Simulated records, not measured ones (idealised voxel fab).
process module | voxel lift off
cross-section cut | 300 nm wide | cells 5 nm
A cross-section is a grid of square cells, given in bands from the top down. A band is one or more rows of cells.
Each band's line starts with the height of the band's top and of its bottom, in nm. Then come its materials from left to right, each with its width in nm. One material with "throughout" fills the band from edge to edge. "air" is empty space.
Height 0 is the level under which the wafer as received is all one material. The lowest band goes on downwards, as in "0 down".
A width such as "30 to 40" changes by the same amount from each row of cells to the next, from the band's top row to its bottom row.
"no change" after a step means that no cell of the cross-section changed.
closed voids: empty space of 8 cells or more with no open way to the top, each as width x height at its distance from the left edge, in nm
after a step's settings: what the simulator itself notes on the step
overlay nm, on a step with a mask: how far to the right of its planned place the mask lay; to the left if negative
plan
1 op RECEIVE | material Si
2 op CONFORMAL_DEP | material SiN | thk nm 10
3 op PATTERN | tone open | mask id LINES | material resist | width nm 25 | pitch nm 45 | thk nm 15 | overlay nm 0
4 op DIRECTIONAL_DEP | material Ru | thk nm 5
5 op STRIP | etch materials resist
6 op CONFORMAL_DEP | material SiCN | thk nm 5
first wafer, as planned
as received, after step 1
  0 down: Si throughout
  closed voids: none
after step 2
  10 to 0: SiN throughout
  below 0: unchanged
after step 3
  25 to 10: resist 70 | air 25 | resist 20 | air 25 | resist 20 | air 25 | resist 20 | air 25 | resist 70
  below 10: unchanged
after step 4
  30 to 25: Ru 70 | air 25 | Ru 20 | air 25 | Ru 20 | air 25 | Ru 20 | air 25 | Ru 70
  25 to 15: resist 70 | air 25 | resist 20 | air 25 | resist 20 | air 25 | resist 20 | air 25 | resist 70
  15 to 10: resist 70 | Ru 25 | resist 20 | Ru 25 | resist 20 | Ru 25 | resist 20 | Ru 25 | resist 70
  below 10: unchanged
after step 5
  15 to 10: air 70 | Ru 25 | air 20 | Ru 25 | air 20 | Ru 25 | air 20 | Ru 25 | air 70
  below 10: unchanged
after step 6
  20 to 15: air 65 | SiCN 35 | air 10 | SiCN 35 | air 10 | SiCN 35 | air 10 | SiCN 35 | air 65
  15 to 10: SiCN 70 | Ru 25 | SiCN 20 | Ru 25 | SiCN 20 | Ru 25 | SiCN 20 | Ru 25 | SiCN 70
  below 10: unchanged
second wafer: like start, like plan, one mistake. Through step 1 it matches the first wafer
when step 2 should have ended
  10 to 0: Ru throughout
  below 0: unchanged
when step 3 should have ended
  25 to 10: resist 70 | air 25 | resist 20 | air 25 | resist 20 | air 25 | resist 20 | air 25 | resist 70
  below 10: unchanged
when step 4 should have ended
  30 to 25: Ru 70 | air 25 | Ru 20 | air 25 | Ru 20 | air 25 | Ru 20 | air 25 | Ru 70
  25 to 15: resist 70 | air 25 | resist 20 | air 25 | resist 20 | air 25 | resist 20 | air 25 | resist 70
  15 to 10: resist 70 | Ru 25 | resist 20 | Ru 25 | resist 20 | Ru 25 | resist 20 | Ru 25 | resist 70
  below 10: unchanged
when step 5 should have ended
  15 to 10: air 70 | Ru 25 | air 20 | Ru 25 | air 20 | Ru 25 | air 20 | Ru 25 | air 70
  below 10: unchanged
when step 6 should have ended
  20 to 15: air 65 | SiCN 35 | air 10 | SiCN 35 | air 10 | SiCN 35 | air 10 | SiCN 35 | air 65
  15 to 10: SiCN 70 | Ru 25 | SiCN 20 | Ru 25 | SiCN 20 | Ru 25 | SiCN 20 | Ru 25 | SiCN 70
  below 10: unchanged
what went wrong: step 2 ran as: op CONFORMAL_DEP | material Ru | thk nm 10
at the end the second wafer has, in cells: 120 more of Ru | 120 fewer of SiN
